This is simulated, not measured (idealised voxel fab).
Presented below is a process module, voxel self aligned vias.
This is section cut - it's 280 nm across, gridded in 5 nm square cells.
Just so we're on the same page, the cross-sections are grids of square cells, and they're listed out in bands top to bottom, each band one or more rows deep.
Each band's line starts with the height of the band's top and of its bottom, in nm. Then come its materials from left to right, each with its width in nm. One material with "throughout" fills the band from edge to edge. "empty" is empty space.
All heights in this document are referenced to 0, defined as the level beneath which the wafer, as received, consists entirely of one material. The lowest band is not bounded below; it extends indefinitely downward and is written in the form "top 0, no bottom".
Per-row width for "30..40": begins at first number (top row of band), ends at second number (bottom row), increment between rows held constant.
No cell of the cross-section changed in a step that is given as "left unchanged".
Entry "Enclosed void inventory" = empty spaces >= 8 cells with no open way to the top; each as width x height at distance, distance from left edge, all nm.
Step line, after settings: the simulator's comment on this step.
"overlay nm", when on a step's line for a step with a mask, measures how far to the right of its planned place the mask lay; a negative measure means to the left.
These are the steps we planned for the process
1: RECEIVE, material Si
2: CONFORMAL_DEP, material SiO2, thk nm 15
3: CONFORMAL_DEP, material SiCN, thk nm 5
4: DIRECTIONAL_DEP, material SiO2, thk nm 30
5: PATTERN, tone open, mask id LINES, material resist, width nm 30, pitch nm 70, thk nm 20, overlay nm 0
6: DIRECTIONAL_ETCH, etch materials SiO2, depth nm 30
7: STRIP, etch materials resist
8: CONFORMAL_DEP, material TiN, thk nm 5
9: FILL_DEP, material Ru, thk nm 5
10: CMP, height nm 50
11: SELECTIVE_ETCH, etch materials W Ru TiN, depth nm 10
12: FILL_DEP, material SiN, thk nm 5
13: CMP, height nm 50
14: DIRECTIONAL_DEP, material SiO2, thk nm 15
15: MASKED_ETCH, tone open, mask id VIAS, width nm 50, pitch nm 70, etch materials SiO2, depth nm 15, overlay nm 0
16: MASKED_ETCH, tone open, mask id VIAS, width nm 50, pitch nm 70, etch materials SiN, depth nm 10, overlay nm 0
17: CONFORMAL_DEP, material TiN, thk nm 5
18: FILL_DEP, material Ru, thk nm 5
19: CMP, height nm 65
20: CONFORMAL_DEP, material SiN, thk nm 5
Concerning the first of two wafers, which was run in accordance with the plan
Cross-sectional view of the wafer in its as-received condition, corresponding to the state after step 1
    top 0, no bottom  Si throughout
    Enclosed void inventory: none
Sectional view: wafer, after step 2
    top 15, bottom 0  SiO2 throughout
    Under the height 0 nothing was changed.
Sectional view: wafer, after step 3
    top 20, bottom 15  SiCN throughout
    Under the height 15 nothing was changed.
Sectional view: wafer, after step 4
    top 50, bottom 20  SiO2 throughout
    Under the height 20 nothing was changed.
Sectional view: wafer, after step 5
    top 70, bottom 50  resist 55 nm / empty 30 nm / resist 40 nm / empty 30 nm / resist 40 nm / empty 30 nm / resist 55 nm
    Under the height 50 nothing was changed.
Sectional view: wafer, after step 6
    top 70, bottom 50  resist 55 nm / empty 30 nm / resist 40 nm / empty 30 nm / resist 40 nm / empty 30 nm / resist 55 nm
    top 50, bottom 20  SiO2 55 nm / empty 30 nm / SiO2 40 nm / empty 30 nm / SiO2 40 nm / empty 30 nm / SiO2 55 nm
    Under the height 20 nothing was changed.
Sectional view: wafer, after step 7
    top 50, bottom 20  SiO2 55 nm / empty 30 nm / SiO2 40 nm / empty 30 nm / SiO2 40 nm / empty 30 nm / SiO2 55 nm
    Under the height 20 nothing was changed.
Sectional view: wafer, after step 8
    top 55, bottom 50  TiN 60 nm / empty 20 nm / TiN 50 nm / empty 20 nm / TiN 50 nm / empty 20 nm / TiN 60 nm
    top 50, bottom 25  SiO2 55 nm / TiN 5 nm / empty 20 nm / TiN 5 nm / SiO2 40 nm / TiN 5 nm / empty 20 nm / TiN 5 nm / SiO2 40 nm / TiN 5 nm / empty 20 nm / TiN 5 nm / SiO2 55 nm
    top 25, bottom 20  SiO2 55 nm / TiN 30 nm / SiO2 40 nm / TiN 30 nm / SiO2 40 nm / TiN 30 nm / SiO2 55 nm
    Under the height 20 nothing was changed.
Sectional view: wafer, after step 9
    top 60, bottom 55  Ru throughout
    top 55, bottom 50  TiN 60 nm / Ru 20 nm / TiN 50 nm / Ru 20 nm / TiN 50 nm / Ru 20 nm / TiN 60 nm
    top 50, bottom 25  SiO2 55 nm / TiN 5 nm / Ru 20 nm / TiN 5 nm / SiO2 40 nm / TiN 5 nm / Ru 20 nm / TiN 5 nm / SiO2 40 nm / TiN 5 nm / Ru 20 nm / TiN 5 nm / SiO2 55 nm
    Under the height 25 nothing was changed.
Sectional view: wafer, after step 10
    top 50, bottom 25  SiO2 55 nm / TiN 5 nm / Ru 20 nm / TiN 5 nm / SiO2 40 nm / TiN 5 nm / Ru 20 nm / TiN 5 nm / SiO2 40 nm / TiN 5 nm / Ru 20 nm / TiN 5 nm / SiO2 55 nm
    Under the height 25 nothing was changed.
Sectional view: wafer, after step 11
    top 50, bottom 40  SiO2 55 nm / empty 30 nm / SiO2 40 nm / empty 30 nm / SiO2 40 nm / empty 30 nm / SiO2 55 nm
    Under the height 40 nothing was changed.
Sectional view: wafer, after step 12
    top 55, bottom 50  SiN throughout
    top 50, bottom 40  SiO2 55 nm / SiN 30 nm / SiO2 40 nm / SiN 30 nm / SiO2 40 nm / SiN 30 nm / SiO2 55 nm
    Under the height 40 nothing was changed.
Sectional view: wafer, after step 13
    top 50, bottom 40  SiO2 55 nm / SiN 30 nm / SiO2 40 nm / SiN 30 nm / SiO2 40 nm / SiN 30 nm / SiO2 55 nm
    Under the height 40 nothing was changed.
Sectional view: wafer, after step 14
    top 65, bottom 50  SiO2 throughout
    Under the height 50 nothing was changed.
Sectional view: wafer, after step 15
    top 65, bottom 50  SiO2 45 nm / empty 50 nm / SiO2 20 nm / empty 50 nm / SiO2 20 nm / empty 50 nm / SiO2 45 nm
    Under the height 50 nothing was changed.
Sectional view: wafer, after step 16
    top 65, bottom 50  SiO2 45 nm / empty 50 nm / SiO2 20 nm / empty 50 nm / SiO2 20 nm / empty 50 nm / SiO2 45 nm
    top 50, bottom 40  SiO2 55 nm / empty 30 nm / SiO2 40 nm / empty 30 nm / SiO2 40 nm / empty 30 nm / SiO2 55 nm
    Under the height 40 nothing was changed.
Sectional view: wafer, after step 17
    top 70, bottom 65  TiN 50 nm / empty 40 nm / TiN 30 nm / empty 40 nm / TiN 30 nm / empty 40 nm / TiN 50 nm
    top 65, bottom 55  SiO2 45 nm / TiN 5 nm / empty 40 nm / TiN 5 nm / SiO2 20 nm / TiN 5 nm / empty 40 nm / TiN 5 nm / SiO2 20 nm / TiN 5 nm / empty 40 nm / TiN 5 nm / SiO2 45 nm
    top 55, bottom 45  SiO2 45..55 nm / TiN 15..5 nm / empty 20 nm / TiN 15..5 nm / SiO2 20..40 nm / TiN 15..5 nm / empty 20 nm / TiN 15..5 nm / SiO2 20..40 nm / TiN 15..5 nm / empty 20 nm / TiN 15..5 nm / SiO2 45..55 nm
    top 45, bottom 40  SiO2 55 nm / TiN 30 nm / SiO2 40 nm / TiN 30 nm / SiO2 40 nm / TiN 30 nm / SiO2 55 nm
    Under the height 40 nothing was changed.
Sectional view: wafer, after step 18
    top 75, bottom 70  Ru throughout
    top 70, bottom 65  TiN 50 nm / Ru 40 nm / TiN 30 nm / Ru 40 nm / TiN 30 nm / Ru 40 nm / TiN 50 nm
    top 65, bottom 55  SiO2 45 nm / TiN 5 nm / Ru 40 nm / TiN 5 nm / SiO2 20 nm / TiN 5 nm / Ru 40 nm / TiN 5 nm / SiO2 20 nm / TiN 5 nm / Ru 40 nm / TiN 5 nm / SiO2 45 nm
    top 55, bottom 45  SiO2 45..55 nm / TiN 15..5 nm / Ru 20 nm / TiN 15..5 nm / SiO2 20..40 nm / TiN 15..5 nm / Ru 20 nm / TiN 15..5 nm / SiO2 20..40 nm / TiN 15..5 nm / Ru 20 nm / TiN 15..5 nm / SiO2 45..55 nm
    Under the height 45 nothing was changed.
Sectional view: wafer, after step 19
    top 65, bottom 55  SiO2 45 nm / TiN 5 nm / Ru 40 nm / TiN 5 nm / SiO2 20 nm / TiN 5 nm / Ru 40 nm / TiN 5 nm / SiO2 20 nm / TiN 5 nm / Ru 40 nm / TiN 5 nm / SiO2 45 nm
    Under the height 55 nothing was changed.
Sectional view: wafer, after step 20
    top 70, bottom 65  SiN throughout
    Under the height 65 nothing was changed.
second wafer: like start, like plan, one mistake. Through step 14 it matches the first wafer
Cross-section of the second wafer at the time by which step 15 should have been completed according to the plan
    top 65, bottom 50  SiO2 50 nm / empty 45 nm / SiO2 25 nm / empty 45 nm / SiO2 25 nm / empty 45 nm / SiO2 45 nm
    Under the height 50 nothing was changed.
Cross-section of the second wafer at the time by which step 16 should have been completed according to the plan
    top 65, bottom 50  SiO2 50 nm / empty 45 nm / SiO2 25 nm / empty 45 nm / SiO2 25 nm / empty 45 nm / SiO2 45 nm
    top 50, bottom 40  SiO2 55 nm / empty 30 nm / SiO2 40 nm / empty 30 nm / SiO2 40 nm / empty 30 nm / SiO2 55 nm
    Under the height 40 nothing was changed.
Cross-section of the second wafer at the time by which step 17 should have been completed according to the plan
    top 70, bottom 65  TiN 55 nm / empty 35 nm / TiN 35 nm / empty 35 nm / TiN 35 nm / empty 35 nm / TiN 50 nm
    top 65, bottom 55  SiO2 50 nm / TiN 5 nm / empty 35 nm / TiN 5 nm / SiO2 25 nm / TiN 5 nm / empty 35 nm / TiN 5 nm / SiO2 25 nm / TiN 5 nm / empty 35 nm / TiN 5 nm / SiO2 45 nm
    top 55, bottom 45  SiO2 50..55 nm / TiN 10..5 nm / empty 20 nm / TiN 15..5 nm / SiO2 25..40 nm / TiN 10..5 nm / empty 20 nm / TiN 15..5 nm / SiO2 25..40 nm / TiN 10..5 nm / empty 20 nm / TiN 15..5 nm / SiO2 45..55 nm
    top 45, bottom 40  SiO2 55 nm / TiN 30 nm / SiO2 40 nm / TiN 30 nm / SiO2 40 nm / TiN 30 nm / SiO2 55 nm
    Under the height 40 nothing was changed.
Cross-section of the second wafer at the time by which step 18 should have been completed according to the plan
    top 75, bottom 70  Ru throughout
    top 70, bottom 65  TiN 55 nm / Ru 35 nm / TiN 35 nm / Ru 35 nm / TiN 35 nm / Ru 35 nm / TiN 50 nm
    top 65, bottom 55  SiO2 50 nm / TiN 5 nm / Ru 35 nm / TiN 5 nm / SiO2 25 nm / TiN 5 nm / Ru 35 nm / TiN 5 nm / SiO2 25 nm / TiN 5 nm / Ru 35 nm / TiN 5 nm / SiO2 45 nm
    top 55, bottom 45  SiO2 50..55 nm / TiN 10..5 nm / Ru 20 nm / TiN 15..5 nm / SiO2 25..40 nm / TiN 10..5 nm / Ru 20 nm / TiN 15..5 nm / SiO2 25..40 nm / TiN 10..5 nm / Ru 20 nm / TiN 15..5 nm / SiO2 45..55 nm
    Under the height 45 nothing was changed.
Cross-section of the second wafer at the time by which step 19 should have been completed according to the plan
    top 65, bottom 55  SiO2 50 nm / TiN 5 nm / Ru 35 nm / TiN 5 nm / SiO2 25 nm / TiN 5 nm / Ru 35 nm / TiN 5 nm / SiO2 25 nm / TiN 5 nm / Ru 35 nm / TiN 5 nm / SiO2 45 nm
    Under the height 55 nothing was changed.
Cross-section of the second wafer at the time by which step 20 should have been completed according to the plan
    top 70, bottom 65  SiN throughout
    Under the height 65 nothing was changed.
Where did the run depart from the plan? for step 15, the planned setting was not used; the step was instead run as MASKED_ETCH, tone open, mask id VIAS, width nm 45, pitch nm 70, etch materials SiO2, depth nm 15, overlay nm 0
Once processing is complete, comparing cell counts shows that the second wafer has more or fewer of certain materials than the first: 6 fewer of Ru | 9 more of SiO2 | 3 fewer of TiN
